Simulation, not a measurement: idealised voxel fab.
Title: Process Module voxel self aligned contacts
cross-section cut | 180 nm wide | cells 5 nm
Throughout this document, each cross-section is represented as a grid of square cells and is presented as a sequence of bands enumerated from the top downward, where a band comprises one or more rows of cells. What a band's entry tells you: where the top is and where the bottom is, as heights in nm, and after that what lies inside, material by material from left to right, each with its width in nm. Empty space is written as the word "air", and a single material marked with the word "full width" occupies the band from edge to edge. Height datum 0, below which the as-received substrate wafer is one material. Lowest band open at the bottom, running downward: "top 0, no bottom". A two-number width, for instance "30->40", indicates that the width is equal to the first number in the top row of the band and to the second number in the bottom row, and that it changes by a constant amount per row of cells. What does "nothing changed" mean for a step? It means no cell of the cross-section changed in that step. For the entry "Encapsulated voids", the listed items are empty spaces with no open way to the top whose size is 8 cells or more; each item follows the pattern width x height at distance, where distance is from the left edge and all three are in nm. Heads up: the bit after the settings on a step's line is the simulator's remark on that step. overlay nm: where the mask lay relative to plan, measured to the right, on steps with a mask; negatives go left.

[The steps planned for the process are as follows]
1,RECEIVE [material Si]
2,CONFORMAL_DEP [material SiO2] [thk nm 5]
3,DIRECTIONAL_DEP [material polySi] [thk nm 25]
4,DIRECTIONAL_DEP [material SiN] [thk nm 20]
5,PATTERN [tone cover] [mask id GATE] [material resist] [width nm 25] [pitch nm 65] [thk nm 20] [overlay nm 0]
6,DIRECTIONAL_ETCH [etch materials SiN] [depth nm 20]
7,DIRECTIONAL_ETCH [etch materials polySi] [depth nm 25]
8,STRIP [etch materials resist]
9,CONFORMAL_DEP [material SiN] [thk nm 10]
10,DIRECTIONAL_ETCH [etch materials SiN] [depth nm 10]
11,FILL_DEP [material SiO2] [thk nm 20]
12,CMP [height nm 60]
13,PATTERN [tone open] [mask id CONTACT] [material resist] [width nm 50] [thk nm 15] [overlay nm 0]
14,DIRECTIONAL_ETCH [etch materials SiO2] [depth nm 60]
15,STRIP [etch materials resist]
16,CONFORMAL_DEP [material TiN] [thk nm 5]
17,FILL_DEP [material Ru] [thk nm 5]
18,CMP [height nm 60]
19,CONFORMAL_DEP [material SiCN] [thk nm 5]

[Cross-sectional view of the wafer in its as-received condition, corresponding to the state after step 1]
> top 0, no bottom  Si full width
> Encapsulated voids: none

[Final wafer profile in cross-section after the module, from the same start and plan as above, with one mistake made during processing]
> top 65, bottom 60  SiCN full width
> top 60, bottom 55  35 nm SiO2 / 45 nm SiN / 5 nm TiN / 10 nm Ru / 5 nm TiN / 45 nm SiN / 35 nm SiO2
> top 55, bottom 50  35 nm SiO2 / 45 nm SiN / 20 nm TiN / 45 nm SiN / 35 nm SiO2
> top 50, bottom 30  SiN full width
> top 30, bottom 5  polySi full width
> top 5, bottom 0  SiO2 full width
> top 0, no bottom  Si full width
> Encapsulated voids: none
Plan not followed: twice, step 4 of the plan was run
